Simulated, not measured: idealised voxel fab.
Process module, titled voxel capacitor over wiring
The figure presents cross-section cut, which has a width of 235 nm and is divided into square cells with an edge length of 5 nm.
Cross-section, as written here: a square-cell grid given band by band from the top down, where a band holds one or more rows of cells. Band: top and bottom heights (nm) first, top before bottom; then materials from left to right, widths in nm. "throughout" marks a sole material filling the band edge to edge. "empty" denotes empty space. Below 0: as-received wafer, all one material; heights counted from there. Lowest band: no bottom, goes on down, written "from 0 down". A width such as "30..40" changes by the same amount from each row of cells to the next, from the band's top row to its bottom row. "changes: none" -> step changed no cross-section cell. Under "Entrapped void list" you'll find the enclosed gaps, the ones with no way out to the top, that are 8 cells or bigger; each reads width x height at distance, with distance counted from the left edge, everything in nm. On each step's line, the part that comes after the settings is the simulator's own comment on the step. A step's line can hold "overlay nm"; with a mask on that step, the setting says how far right of the planned place the mask lay, while a negative setting says it lay to the left. Each of the pairs that make up the rest of this document says: here is the cross-section before one process step, here is the cross-section after it, drawn only down to the lowest band that changed, and here, under the pair, is the step lying between them with its settings. Different pairs may come from different runs of this module on the same starting wafer, so a pair continues from the pair above it only where its entry headed "Before step" says so.

# Before step
- from 40 to 35 | SiO2 60 nm  Ru 20 nm  SiO2 70 nm  Ru 20 nm  SiO2 65 nm
- from 35 to 30 | SiO2 60 nm  TiN 20 nm  SiO2 70 nm  TiN 20 nm  SiO2 65 nm
- from 30 to 0 | SiO2 throughout
- from 0 down | Si throughout
- Entrapped void list: none

# Cross-Section Thereafter
- from 45 to 40 | SiCN throughout
- below 40: unchanged
- Entrapped void list: none
Here is the step that sits between the two cross-sections above: op CONFORMAL_DEP | material SiCN | thk nm 5

Before step: the wafer arrives at this step looking as the after cross-section in the pair just above shows it.

# Cross-Section Thereafter
- from 60 to 45 | lowk throughout
- below 45: unchanged
- Entrapped void list: none
Here is the step that sits between the two cross-sections above: op DIRECTIONAL_DEP | material lowk | thk nm 15

Before step: the wafer arrives at this step looking as the after cross-section in the pair just above shows it.

# Cross-Section Thereafter
- from 60 to 45 | lowk 65 nm  empty 15 nm  lowk 155 nm
- below 45: unchanged
- Entrapped void list: none
Here is the step that sits between the two cross-sections above: op MASKED_ETCH | tone open | mask id PLUG_1 | width nm 15 | etch materials lowk | depth nm 15 | overlay nm 0

Before step: the wafer arrives at this step looking as the after cross-section in the pair just above shows it.

# Cross-Section Thereafter
- from 60 to 45 | lowk 65 nm  empty 15 nm  lowk 155 nm
- from 45 to 40 | SiCN 65 nm  empty 15 nm  SiCN 155 nm
- below 40: unchanged
- Entrapped void list: none
Here is the step that sits between the two cross-sections above: op MASKED_ETCH | tone open | mask id PLUG_1 | width nm 15 | etch materials SiCN | depth nm 5 | overlay nm 0

Before step: the wafer arrives at this step looking as the after cross-section in the pair just above shows it.

# Cross-Section Thereafter
- from 65 to 60 | TiN 70 nm  empty 5 nm  TiN 160 nm
- from 60 to 45 | lowk 65 nm  TiN 5 nm  empty 5 nm  TiN 5 nm  lowk 155 nm
- from 45 to 40 | SiCN 65 nm  TiN 15 nm  SiCN 155 nm
- below 40: unchanged
- Entrapped void list: none
Here is the step that sits between the two cross-sections above: op CONFORMAL_DEP | material TiN | thk nm 5

Before step: the wafer arrives at this step looking as the after cross-section in the pair just above shows it.

# Cross-Section Thereafter
- from 75 to 65 | Ru throughout
- from 65 to 60 | TiN 70 nm  Ru 5 nm  TiN 160 nm
- from 60 to 45 | lowk 65 nm  TiN 5 nm  Ru 5 nm  TiN 5 nm  lowk 155 nm
- below 45: unchanged
- Entrapped void list: none
Here is the step that sits between the two cross-sections above: op FILL_DEP | material Ru | thk nm 10

Before step: the wafer arrives at this step looking as the after cross-section in the pair just above shows it.

# Cross-Section Thereafter
- from 60 to 45 | lowk 65 nm  TiN 5 nm  Ru 5 nm  TiN 5 nm  lowk 155 nm
- below 45: unchanged
- Entrapped void list: none
Here is the step that sits between the two cross-sections above: op CMP | height nm 60

Before step: the wafer arrives at this step looking as the after cross-section in the pair just above shows it.

# Cross-Section Thereafter
- from 70 to 60 | TiN throughout
- below 60: unchanged
- Entrapped void list: none
Here is the step that sits between the two cross-sections above: op DIRECTIONAL_DEP | material TiN | thk nm 10

Before step: the wafer arrives at this step looking as the after cross-section in the pair just above shows it.

# Cross-Section Thereafter
- from 75 to 70 | Al2O3 throughout
- below 70: unchanged
- Entrapped void list: none
Here is the step that sits between the two cross-sections above: op DIRECTIONAL_DEP | material Al2O3 | thk nm 5

Before step: the wafer arrives at this step looking as the after cross-section in the pair just above shows it.

# Cross-Section Thereafter
- from 80 to 75 | TiN throughout
- below 75: unchanged
- Entrapped void list: none
Here is the step that sits between the two cross-sections above: op DIRECTIONAL_DEP | material TiN | thk nm 5

Before step: the wafer arrives at this step looking as the after cross-section in the pair just above shows it.

# Cross-Section Thereafter
- from 100 to 80 | empty 65 nm  resist 75 nm  empty 95 nm
- below 80: unchanged
- Entrapped void list: none
Here is the step that sits between the two cross-sections above: op PATTERN | tone cover | mask id UPPER_PLATE | material resist | width nm 75 | thk nm 20 | overlay nm 0

Before step: the wafer arrives at this step looking as the after cross-section in the pair just above shows it.

# Cross-Section Thereafter
- from 100 to 80 | empty 65 nm  resist 75 nm  empty 95 nm
- from 80 to 75 | empty 65 nm  TiN 75 nm  empty 95 nm
- below 75: unchanged
- Entrapped void list: none
Here is the step that sits between the two cross-sections above: op DIRECTIONAL_ETCH | etch materials TiN | depth nm 5

Before step: the wafer arrives at this step looking as the after cross-section in the pair just above shows it.

# Cross-Section Thereafter
- from 100 to 80 | empty 65 nm  resist 75 nm  empty 95 nm
- from 80 to 75 | empty 65 nm  TiN 75 nm  empty 95 nm
- from 75 to 70 | empty 65 nm  Al2O3 75 nm  empty 95 nm
- below 70: unchanged
- Entrapped void list: none
Here is the step that sits between the two cross-sections above: op DIRECTIONAL_ETCH | etch materials Al2O3 | depth nm 5

Before step: the wafer arrives at this step looking as the after cross-section in the pair just above shows it.

# Cross-Section Thereafter
- from 80 to 75 | empty 65 nm  TiN 75 nm  empty 95 nm
- below 75: unchanged
- Entrapped void list: none
Here is the step that sits between the two cross-sections above: op STRIP | etch materials resist

Before step: the wafer arrives at this step looking as the after cross-section in the pair just above shows it.

# Cross-Section Thereafter
- from 95 to 80 | empty 60 nm  resist 85 nm  empty 90 nm
- from 80 to 75 | empty 60 nm  resist 5 nm  TiN 75 nm  resist 5 nm  empty 90 nm
- from 75 to 70 | empty 60 nm  resist 5 nm  Al2O3 75 nm  resist 5 nm  empty 90 nm
- below 70: unchanged
- Entrapped void list: none
Here is the step that sits between the two cross-sections above: op PATTERN | tone cover | mask id LOWER_PLATE | material resist | width nm 85 | thk nm 15 | overlay nm 0

Before step: the wafer arrives at this step looking as the after cross-section in the pair just above shows it.

# Cross-Section Thereafter
- from 95 to 80 | empty 60 nm  resist 85 nm  empty 90 nm
- from 80 to 75 | empty 60 nm  resist 5 nm  TiN 75 nm  resist 5 nm  empty 90 nm
- from 75 to 70 | empty 60 nm  resist 5 nm  Al2O3 75 nm  resist 5 nm  empty 90 nm
- from 70 to 60 | empty 60 nm  TiN 85 nm  empty 90 nm
- below 60: unchanged
- Entrapped void list: none
Here is the step that sits between the two cross-sections above: op DIRECTIONAL_ETCH | etch materials TiN | depth nm 10

Before step: the wafer arrives at this step looking as the after cross-section in the pair just above shows it.

# Cross-Section Thereafter
- from 80 to 75 | empty 65 nm  TiN 75 nm  empty 95 nm
- from 75 to 70 | empty 65 nm  Al2O3 75 nm  empty 95 nm
- below 70: unchanged
- Entrapped void list: none
Here is the step that sits between the two cross-sections above: op STRIP | etch materials resist

Before step: the wafer arrives at this step looking as the after cross-section in the pair just above shows it.

# Cross-Section Thereafter
- from 95 to 80 | SiO2 throughout
- from 80 to 75 | SiO2 65 nm  TiN 75 nm  SiO2 95 nm
- from 75 to 70 | SiO2 65 nm  Al2O3 75 nm  SiO2 95 nm
- from 70 to 60 | SiO2 60 nm  TiN 85 nm  SiO2 90 nm
- below 60: unchanged
- Entrapped void list: none
Here is the step that sits between the two cross-sections above: op FILL_DEP | material SiO2 | thk nm 15

Before step: the wafer arrives at this step looking as the after cross-section in the pair just above shows it.

# Cross-Section Thereafter
- from 90 to 80 | SiO2 throughout
- below 80: unchanged
- Entrapped void list: none
Here is the step that sits between the two cross-sections above: op CMP | height nm 90

Before step: the wafer arrives at this step looking as the after cross-section in the pair just above shows it.

# Cross-Section Thereafter
- from 90 to 80 | SiO2 75 nm  empty 15 nm  SiO2 145 nm
- below 80: unchanged
- Entrapped void list: none
Here is the step that sits between the two cross-sections above: op MASKED_ETCH | tone open | mask id PLUG_2 | width nm 15 | etch materials SiO2 | depth nm 10 | overlay nm 0

Before step: the wafer arrives at this step looking as the after cross-section in the pair just above shows it.

# Cross-Section Thereafter
- from 95 to 90 | TiN 80 nm  empty 5 nm  TiN 150 nm
- from 90 to 85 | SiO2 75 nm  TiN 5 nm  empty 5 nm  TiN 5 nm  SiO2 145 nm
- from 85 to 75 | SiO2 75..65 nm  TiN 15..75 nm  SiO2 145..95 nm
- below 75: unchanged
- Entrapped void list: none
Here is the step that sits between the two cross-sections above: op CONFORMAL_DEP | material TiN | thk nm 5

Before step: the wafer arrives at this step looking as the after cross-section in the pair just above shows it.

# Cross-Section Thereafter
- from 105 to 95 | Ru throughout
- from 95 to 90 | TiN 80 nm  Ru 5 nm  TiN 150 nm
- from 90 to 85 | SiO2 75 nm  TiN 5 nm  Ru 5 nm  TiN 5 nm  SiO2 145 nm
- below 85: unchanged
- Entrapped void list: none
Here is the step that sits between the two cross-sections above: op FILL_DEP | material Ru | thk nm 10

Before step: the wafer arrives at this step looking as the after cross-section in the pair just above shows it.

# Cross-Section Thereafter
- from 90 to 85 | SiO2 75 nm  TiN 5 nm  Ru 5 nm  TiN 5 nm  SiO2 145 nm
- below 85: unchanged
- Entrapped void list: none
Here is the step that sits between the two cross-sections above: op CMP | height nm 90

Before step: the wafer arrives at this step looking as the after cross-section in the pair just above shows it.

# Cross-Section Thereafter
- from 95 to 90 | SiN throughout
- below 90: unchanged
- Entrapped void list: none
Here is the step that sits between the two cross-sections above: op CONFORMAL_DEP | material SiN | thk nm 5

# Before step
- from 0 down | Si throughout
- Entrapped void list: none

# Cross-Section Thereafter
- from 5 to 0 | TiN throughout
- below 0: unchanged
- Entrapped void list: none
Here is the step that sits between the two cross-sections above: op DIRECTIONAL_DEP | material TiN | thk nm 5

Before step: the wafer arrives at this step looking as the after cross-section in the pair just above shows it.

# Cross-Section Thereafter
- from 20 to 5 | SiO2 throughout
- below 5: unchanged
- Entrapped void list: none
Here is the step that sits between the two cross-sections above: op CONFORMAL_DEP | material SiO2 | thk nm 15

Before step: the wafer arrives at this step looking as the after cross-section in the pair just above shows it.

# Cross-Section Thereafter
- from 40 to 20 | Ru throughout
- below 20: unchanged
- Entrapped void list: none
Here is the step that sits between the two cross-sections above: op DIRECTIONAL_DEP | material Ru | thk nm 20

Before step: the wafer arrives at this step looking as the after cross-section in the pair just above shows it.

# Cross-Section Thereafter
- from 50 to 40 | aC throughout
- below 40: unchanged
- Entrapped void list: none
Here is the step that sits between the two cross-sections above: op DIRECTIONAL_DEP | material aC | thk nm 10

Before step: the wafer arrives at this step looking as the after cross-section in the pair just above shows it.

# Cross-Section Thereafter
- from 80 to 50 | empty 60 nm  resist 20 nm  empty 70 nm  resist 20 nm  empty 65 nm
- below 50: unchanged
- Entrapped void list: none
Here is the step that sits between the two cross-sections above: op PATTERN | tone cover | mask id METAL_1 | material resist | width nm 20 | pitch nm 90 | thk nm 30 | overlay nm 0

Before step: the wafer arrives at this step looking as the after cross-section in the pair just above shows it.

# Cross-Section Thereafter
- from 70 to 50 | empty 60 nm  resist 20 nm  empty 70 nm  resist 20 nm  empty 65 nm
- from 50 to 40 | empty 60 nm  aC 20 nm  empty 70 nm  aC 20 nm  empty 65 nm
- below 40: unchanged
- Entrapped void list: none
Here is the step that sits between the two cross-sections above: op DIRECTIONAL_ETCH | etch materials aC | depth nm 10

Before step: the wafer arrives at this step looking as the after cross-section in the pair just above shows it.

# Cross-Section Thereafter
- from 50 to 40 | empty 60 nm  aC 20 nm  empty 70 nm  aC 20 nm  empty 65 nm
- below 40: unchanged
- Entrapped void list: none
Here is the step that sits between the two cross-sections above: op STRIP | etch materials resist

Before step: the wafer arrives at this step looking as the after cross-section in the pair just above shows it.

# Cross-Section Thereafter
- from 50 to 40 | empty 60 nm  aC 20 nm  empty 70 nm  aC 20 nm  empty 65 nm
- from 40 to 20 | empty 60 nm  Ru 20 nm  empty 70 nm  Ru 20 nm  empty 65 nm
- below 20: unchanged
- Entrapped void list: none
Here is the step that sits between the two cross-sections above: op DIRECTIONAL_ETCH | etch materials Ru | depth nm 20

Before step: the wafer arrives at this step looking as the after cross-section in the pair just above shows it.

# Cross-Section Thereafter
- from 40 to 20 | empty 60 nm  Ru 20 nm  empty 70 nm  Ru 20 nm  empty 65 nm
- below 20: unchanged
- Entrapped void list: none
Here is the step that sits between the two cross-sections above: op STRIP | etch materials aC

Before step: the wafer arrives at this step looking as the after cross-section in the pair just above shows it.

# Cross-Section Thereafter
- from 50 to 40 | SiO2 throughout
- from 40 to 20 | SiO2 60 nm  Ru 20 nm  SiO2 70 nm  Ru 20 nm  SiO2 65 nm
- below 20: unchanged
- Entrapped void list: none
Here is the step that sits between the two cross-sections above: op FILL_DEP | material SiO2 | thk nm 10

Before step: the wafer arrives at this step looking as the after cross-section in the pair just above shows it.

# Cross-Section Thereafter
- from 40 to 20 | SiO2 60 nm  Ru 20 nm  SiO2 70 nm  Ru 20 nm  SiO2 65 nm
- below 20: unchanged
- Entrapped void list: none
Here is the step that sits between the two cross-sections above: op CMP | height nm 40

Before step: the wafer arrives at this step looking as the after cross-section in the pair just above shows it.

# Cross-Section Thereafter
- from 45 to 40 | SiCN throughout
- below 40: unchanged
- Entrapped void list: none
Here is the step that sits between the two cross-sections above: op CONFORMAL_DEP | material SiCN | thk nm 5

Before step: the wafer arrives at this step looking as the after cross-section in the pair just above shows it.

# Cross-Section Thereafter
- from 60 to 45 | lowk throughout
- below 45: unchanged
- Entrapped void list: none
Here is the step that sits between the two cross-sections above: op DIRECTIONAL_DEP | material lowk | thk nm 15

Before step: the wafer arrives at this step looking as the after cross-section in the pair just above shows it.

# Cross-Section Thereafter
- from 60 to 45 | lowk 65 nm  empty 15 nm  lowk 155 nm
- below 45: unchanged
- Entrapped void list: none
Here is the step that sits between the two cross-sections above: op MASKED_ETCH | tone open | mask id PLUG_1 | width nm 15 | etch materials lowk | depth nm 15 | overlay nm 0

Before step: the wafer arrives at this step looking as the after cross-section in the pair just above shows it.

# Cross-Section Thereafter
- from 60 to 45 | lowk 65 nm  empty 15 nm  lowk 155 nm
- from 45 to 40 | SiCN 65 nm  empty 15 nm  SiCN 155 nm
- below 40: unchanged
- Entrapped void list: none
Here is the step that sits between the two cross-sections above: op MASKED_ETCH | tone open | mask id PLUG_1 | width nm 15 | etch materials SiCN | depth nm 5 | overlay nm 0

Before step: the wafer arrives at this step looking as the after cross-section in the pair just above shows it.

# Cross-Section Thereafter
- from 65 to 60 | TiN 70 nm  empty 5 nm  TiN 160 nm
- from 60 to 45 | lowk 65 nm  TiN 5 nm  empty 5 nm  TiN 5 nm  lowk 155 nm
- from 45 to 40 | SiCN 65 nm  TiN 15 nm  SiCN 155 nm
- below 40: unchanged
- Entrapped void list: none
Here is the step that sits between the two cross-sections above: op CONFORMAL_DEP | material TiN | thk nm 5

Before step: the wafer arrives at this step looking as the after cross-section in the pair just above shows it.

# Cross-Section Thereafter
- from 75 to 65 | Ru throughout
- from 65 to 60 | TiN 70 nm  Ru 5 nm  TiN 160 nm
- from 60 to 45 | lowk 65 nm  TiN 5 nm  Ru 5 nm  TiN 5 nm  lowk 155 nm
- below 45: unchanged
- Entrapped void list: none
Here is the step that sits between the two cross-sections above: op FILL_DEP | material Ru | thk nm 10

Before step: the wafer arrives at this step looking as the after cross-section in the pair just above shows it.

# Cross-Section Thereafter
- from 60 to 45 | lowk 65 nm  TiN 5 nm  Ru 5 nm  TiN 5 nm  lowk 155 nm
- below 45: unchanged
- Entrapped void list: none
Here is the step that sits between the two cross-sections above: op CMP | height nm 60

Before step: the wafer arrives at this step looking as the after cross-section in the pair just above shows it.

# Cross-Section Thereafter
- from 70 to 60 | TiN throughout
- below 60: unchanged
- Entrapped void list: none
Here is the step that sits between the two cross-sections above: op DIRECTIONAL_DEP | material TiN | thk nm 10

Before step: the wafer arrives at this step looking as the after cross-section in the pair just above shows it.

# Cross-Section Thereafter
- from 75 to 70 | Al2O3 throughout
- below 70: unchanged
- Entrapped void list: none
Here is the step that sits between the two cross-sections above: op DIRECTIONAL_DEP | material Al2O3 | thk nm 5

Before step: the wafer arrives at this step looking as the after cross-section in the pair just above shows it.

# Cross-Section Thereafter
- from 80 to 75 | TiN throughout
- below 75: unchanged
- Entrapped void list: none
Here is the step that sits between the two cross-sections above: op DIRECTIONAL_DEP | material TiN | thk nm 5

Before step: the wafer arrives at this step looking as the after cross-section in the pair just above shows it.

# Cross-Section Thereafter
- from 100 to 80 | empty 65 nm  resist 75 nm  empty 95 nm
- below 80: unchanged
- Entrapped void list: none
Here is the step that sits between the two cross-sections above: op PATTERN | tone cover | mask id UPPER_PLATE | material resist | width nm 75 | thk nm 20 | overlay nm 0

Before step: the wafer arrives at this step looking as the after cross-section in the pair just above shows it.

# Cross-Section Thereafter
- from 100 to 80 | empty 65 nm  resist 75 nm  empty 95 nm
- from 80 to 75 | empty 65 nm  TiN 75 nm  empty 95 nm
- below 75: unchanged
- Entrapped void list: none
Here is the step that sits between the two cross-sections above: op DIRECTIONAL_ETCH | etch materials TiN | depth nm 5

Before step: the wafer arrives at this step looking as the after cross-section in the pair just above shows it.

# Cross-Section Thereafter
- from 100 to 80 | empty 65 nm  resist 75 nm  empty 95 nm
- from 80 to 75 | empty 65 nm  TiN 75 nm  empty 95 nm
- from 75 to 70 | empty 65 nm  Al2O3 75 nm  empty 95 nm
- below 70: unchanged
- Entrapped void list: none
Here is the step that sits between the two cross-sections above: op DIRECTIONAL_ETCH | etch materials Al2O3 | depth nm 5

Before step: the wafer arrives at this step looking as the after cross-section in the pair just above shows it.

# Cross-Section Thereafter
- from 80 to 75 | empty 65 nm  TiN 75 nm  empty 95 nm
- below 75: unchanged
- Entrapped void list: none
Here is the step that sits between the two cross-sections above: op STRIP | etch materials resist

Before step: the wafer arrives at this step looking as the after cross-section in the pair just above shows it.

# Cross-Section Thereafter
- from 95 to 80 | empty 60 nm  resist 85 nm  empty 90 nm
- from 80 to 75 | empty 60 nm  resist 5 nm  TiN 75 nm  resist 5 nm  empty 90 nm
- from 75 to 70 | empty 60 nm  resist 5 nm  Al2O3 75 nm  resist 5 nm  empty 90 nm
- below 70: unchanged
- Entrapped void list: none
Here is the step that sits between the two cross-sections above: op PATTERN | tone cover | mask id LOWER_PLATE | material resist | width nm 85 | thk nm 15 | overlay nm 0

Before step: the wafer arrives at this step looking as the after cross-section in the pair just above shows it.

# Cross-Section Thereafter
- from 95 to 80 | empty 60 nm  resist 85 nm  empty 90 nm
- from 80 to 75 | empty 60 nm  resist 5 nm  TiN 75 nm  resist 5 nm  empty 90 nm
- from 75 to 70 | empty 60 nm  resist 5 nm  Al2O3 75 nm  resist 5 nm  empty 90 nm
- from 70 to 60 | empty 60 nm  TiN 85 nm  empty 90 nm
- below 60: unchanged
- Entrapped void list: none
Here is the step that sits between the two cross-sections above: op DIRECTIONAL_ETCH | etch materials TiN | depth nm 10

Before step: the wafer arrives at this step looking as the after cross-section in the pair just above shows it.

# Cross-Section Thereafter
- from 80 to 75 | empty 65 nm  TiN 75 nm  empty 95 nm
- from 75 to 70 | empty 65 nm  Al2O3 75 nm  empty 95 nm
- below 70: unchanged
- Entrapped void list: none
Here is the step that sits between the two cross-sections above: op STRIP | etch materials resist

Before step: the wafer arrives at this step looking as the after cross-section in the pair just above shows it.

# Cross-Section Thereafter
- from 95 to 80 | SiO2 throughout
- from 80 to 75 | SiO2 65 nm  TiN 75 nm  SiO2 95 nm
- from 75 to 70 | SiO2 65 nm  Al2O3 75 nm  SiO2 95 nm
- from 70 to 60 | SiO2 60 nm  TiN 85 nm  SiO2 90 nm
- below 60: unchanged
- Entrapped void list: none
Here is the step that sits between the two cross-sections above: op FILL_DEP | material SiO2 | thk nm 15

Before step: the wafer arrives at this step looking as the after cross-section in the pair just above shows it.

# Cross-Section Thereafter
- from 90 to 80 | SiO2 throughout
- below 80: unchanged
- Entrapped void list: none
Here is the step that sits between the two cross-sections above: op CMP | height nm 90

Before step: the wafer arrives at this step looking as the after cross-section in the pair just above shows it.

# Cross-Section Thereafter
- from 90 to 80 | SiO2 75 nm  empty 15 nm  SiO2 145 nm
- below 80: unchanged
- Entrapped void list: none
Here is the step that sits between the two cross-sections above: op MASKED_ETCH | tone open | mask id PLUG_2 | width nm 15 | etch materials SiO2 | depth nm 10 | overlay nm 0

Before step: the wafer arrives at this step looking as the after cross-section in the pair just above shows it.

# Cross-Section Thereafter
- from 95 to 90 | TiN 80 nm  empty 5 nm  TiN 150 nm
- from 90 to 85 | SiO2 75 nm  TiN 5 nm  empty 5 nm  TiN 5 nm  SiO2 145 nm
- from 85 to 75 | SiO2 75..65 nm  TiN 15..75 nm  SiO2 145..95 nm
- below 75: unchanged
- Entrapped void list: none
Here is the step that sits between the two cross-sections above: op CONFORMAL_DEP | material TiN | thk nm 5

Before step: the wafer arrives at this step looking as the after cross-section in the pair just above shows it.

# Cross-Section Thereafter
- from 105 to 95 | Ru throughout
- from 95 to 90 | TiN 80 nm  Ru 5 nm  TiN 150 nm
- from 90 to 85 | SiO2 75 nm  TiN 5 nm  Ru 5 nm  TiN 5 nm  SiO2 145 nm
- below 85: unchanged
- Entrapped void list: none
Here is the step that sits between the two cross-sections above: op FILL_DEP | material Ru | thk nm 10

Before step: the wafer arrives at this step looking as the after cross-section in the pair just above shows it.

# Cross-Section Thereafter
- from 90 to 85 | SiO2 75 nm  TiN 5 nm  Ru 5 nm  TiN 5 nm  SiO2 145 nm
- below 85: unchanged
- Entrapped void list: none
Here is the step that sits between the two cross-sections above: op CMP | height nm 90

Before step: the wafer arrives at this step looking as the after cross-section in the pair just above shows it.

# Cross-Section Thereafter
- from 95 to 90 | SiN throughout
- below 90: unchanged
- Entrapped void list: none
Here is the step that sits between the two cross-sections above: op CONFORMAL_DEP | material SiN | thk nm 5

# Before step
- from 60 to 45 | lowk 65 nm  TiN 5 nm  Ru 5 nm  TiN 5 nm  lowk 155 nm
- from 45 to 40 | SiCN 65 nm  TiN 15 nm  SiCN 155 nm
- from 40 to 20 | SiO2 60 nm  Ru 20 nm  SiO2 70 nm  Ru 20 nm  SiO2 65 nm
- from 20 to 15 | SiO2 60 nm  TiN 20 nm  SiO2 70 nm  TiN 20 nm  SiO2 65 nm
- from 15 to 0 | SiO2 throughout
- from 0 down | Si throughout
- Entrapped void list: none

# Cross-Section Thereafter
- from 75 to 60 | TiN throughout
- below 60: unchanged
- Entrapped void list: none
Here is the step that sits between the two cross-sections above: op DIRECTIONAL_DEP | material TiN | thk nm 15

Before step: the wafer arrives at this step looking as the after cross-section in the pair just above shows it.

# Cross-Section Thereafter
- from 80 to 75 | Al2O3 throughout
- below 75: unchanged
- Entrapped void list: none
Here is the step that sits between the two cross-sections above: op DIRECTIONAL_DEP | material Al2O3 | thk nm 5

Before step: the wafer arrives at this step looking as the after cross-section in the pair just above shows it.

# Cross-Section Thereafter
- from 85 to 80 | TiN throughout
- below 80: unchanged
- Entrapped void list: none
Here is the step that sits between the two cross-sections above: op DIRECTIONAL_DEP | material TiN | thk nm 5

Before step: the wafer arrives at this step looking as the after cross-section in the pair just above shows it.

# Cross-Section Thereafter
- from 105 to 85 | empty 65 nm  resist 75 nm  empty 95 nm
- below 85: unchanged
- Entrapped void list: none
Here is the step that sits between the two cross-sections above: op PATTERN | tone cover | mask id UPPER_PLATE | material resist | width nm 75 | thk nm 20 | overlay nm 0

Before step: the wafer arrives at this step looking as the after cross-section in the pair just above shows it.

# Cross-Section Thereafter
- from 105 to 85 | empty 65 nm  resist 75 nm  empty 95 nm
- from 85 to 80 | empty 65 nm  TiN 75 nm  empty 95 nm
- below 80: unchanged
- Entrapped void list: none
Here is the step that sits between the two cross-sections above: op DIRECTIONAL_ETCH | etch materials TiN | depth nm 5

Before step: the wafer arrives at this step looking as the after cross-section in the pair just above shows it.

# Cross-Section Thereafter
- from 105 to 85 | empty 65 nm  resist 75 nm  empty 95 nm
- from 85 to 80 | empty 65 nm  TiN 75 nm  empty 95 nm
- from 80 to 75 | empty 65 nm  Al2O3 75 nm  empty 95 nm
- below 75: unchanged
- Entrapped void list: none
Here is the step that sits between the two cross-sections above: op DIRECTIONAL_ETCH | etch materials Al2O3 | depth nm 5

Before step: the wafer arrives at this step looking as the after cross-section in the pair just above shows it.

# Cross-Section Thereafter
- from 85 to 80 | empty 65 nm  TiN 75 nm  empty 95 nm
- below 80: unchanged
- Entrapped void list: none
Here is the step that sits between the two cross-sections above: op STRIP | etch materials resist

Before step: the wafer arrives at this step looking as the after cross-section in the pair just above shows it.

# Cross-Section Thereafter
- from 100 to 85 | empty 60 nm  resist 85 nm  empty 90 nm
- from 85 to 80 | empty 60 nm  resist 5 nm  TiN 75 nm  resist 5 nm  empty 90 nm
- from 80 to 75 | empty 60 nm  resist 5 nm  Al2O3 75 nm  resist 5 nm  empty 90 nm
- below 75: unchanged
- Entrapped void list: none
Here is the step that sits between the two cross-sections above: op PATTERN | tone cover | mask id LOWER_PLATE | material resist | width nm 85 | thk nm 15 | overlay nm 0

Before step: the wafer arrives at this step looking as the after cross-section in the pair just above shows it.

# Cross-Section Thereafter
- from 100 to 85 | empty 60 nm  resist 85 nm  empty 90 nm
- from 85 to 80 | empty 60 nm  resist 5 nm  TiN 75 nm  resist 5 nm  empty 90 nm
- from 80 to 75 | empty 60 nm  resist 5 nm  Al2O3 75 nm  resist 5 nm  empty 90 nm
- from 75 to 65 | empty 60 nm  TiN 85 nm  empty 90 nm
- below 65: unchanged
- Entrapped void list: none
Here is the step that sits between the two cross-sections above: op DIRECTIONAL_ETCH | etch materials TiN | depth nm 10

Before step: the wafer arrives at this step looking as the after cross-section in the pair just above shows it.

# Cross-Section Thereafter
- from 85 to 80 | empty 65 nm  TiN 75 nm  empty 95 nm
- from 80 to 75 | empty 65 nm  Al2O3 75 nm  empty 95 nm
- below 75: unchanged
- Entrapped void list: none
Here is the step that sits between the two cross-sections above: op STRIP | etch materials resist

Before step: the wafer arrives at this step looking as the after cross-section in the pair just above shows it.

# Cross-Section Thereafter
- from 100 to 85 | SiO2 throughout
- from 85 to 80 | SiO2 65 nm  TiN 75 nm  SiO2 95 nm
- from 80 to 75 | SiO2 65 nm  Al2O3 75 nm  SiO2 95 nm
- from 75 to 65 | SiO2 60 nm  TiN 85 nm  SiO2 90 nm
- below 65: unchanged
- Entrapped void list: none
Here is the step that sits between the two cross-sections above: op FILL_DEP | material SiO2 | thk nm 15

Before step: the wafer arrives at this step looking as the after cross-section in the pair just above shows it.

# Cross-Section Thereafter
- from 90 to 85 | SiO2 throughout
- below 85: unchanged
- Entrapped void list: none
Here is the step that sits between the two cross-sections above: op CMP | height nm 90

Before step: the wafer arrives at this step looking as the after cross-section in the pair just above shows it.

# Cross-Section Thereafter
- from 90 to 85 | SiO2 75 nm  empty 15 nm  SiO2 145 nm
- below 85: unchanged
- Entrapped void list: none
Here is the step that sits between the two cross-sections above: op MASKED_ETCH | tone open | mask id PLUG_2 | width nm 15 | etch materials SiO2 | depth nm 10 | overlay nm 0

Before step: the wafer arrives at this step looking as the after cross-section in the pair just above shows it.

# Cross-Section Thereafter
- from 95 to 90 | TiN 80 nm  empty 5 nm  TiN 150 nm
- from 90 to 80 | SiO2 75..65 nm  TiN 15..75 nm  SiO2 145..95 nm
- below 80: unchanged
- Entrapped void list: none
Here is the step that sits between the two cross-sections above: op CONFORMAL_DEP | material TiN | thk nm 5

Before step: the wafer arrives at this step looking as the after cross-section in the pair just above shows it.

# Cross-Section Thereafter
- from 105 to 95 | Ru throughout
- from 95 to 90 | TiN 80 nm  Ru 5 nm  TiN 150 nm
- below 90: unchanged
- Entrapped void list: none
Here is the step that sits between the two cross-sections above: op FILL_DEP | material Ru | thk nm 10

Before step: the wafer arrives at this step looking as the after cross-section in the pair just above shows it.

# Cross-Section Thereafter
- from 90 to 80 | SiO2 75..65 nm  TiN 15..75 nm  SiO2 145..95 nm
- below 80: unchanged
- Entrapped void list: none
Here is the step that sits between the two cross-sections above: op CMP | height nm 90

Before step: the wafer arrives at this step looking as the after cross-section in the pair just above shows it.

# Cross-Section Thereafter
- from 95 to 90 | SiN throughout
- below 90: unchanged
- Entrapped void list: none
Here is the step that sits between the two cross-sections above: op CONFORMAL_DEP | material SiN | thk nm 5

# Before step
- from 80 to 75 | empty 65 nm  TiN 75 nm  empty 95 nm
- from 75 to 70 | empty 65 nm  Al2O3 75 nm  empty 95 nm
- from 70 to 60 | TiN throughout
- from 60 to 45 | lowk 65 nm  TiN 5 nm  Ru 5 nm  TiN 5 nm  lowk 155 nm
- from 45 to 40 | SiCN 65 nm  TiN 15 nm  SiCN 155 nm
- from 40 to 20 | SiO2 60 nm  Ru 20 nm  SiO2 70 nm  Ru 20 nm  SiO2 65 nm
- from 20 to 15 | SiO2 60 nm  TiN 20 nm  SiO2 70 nm  TiN 20 nm  SiO2 65 nm
- from 15 to 0 | SiO2 throughout
- from 0 down | Si throughout
- Entrapped void list: none

# Cross-Section Thereafter
- from 95 to 80 | empty 65 nm  resist 80 nm  empty 90 nm
- from 80 to 75 | empty 65 nm  TiN 75 nm  resist 5 nm  empty 90 nm
- from 75 to 70 | empty 65 nm  Al2O3 75 nm  resist 5 nm  empty 90 nm
- below 70: unchanged
- Entrapped void list: none
Here is the step that sits between the two cross-sections above: op PATTERN | tone cover | mask id LOWER_PLATE | material resist | width nm 80 | thk nm 15 | overlay nm 0
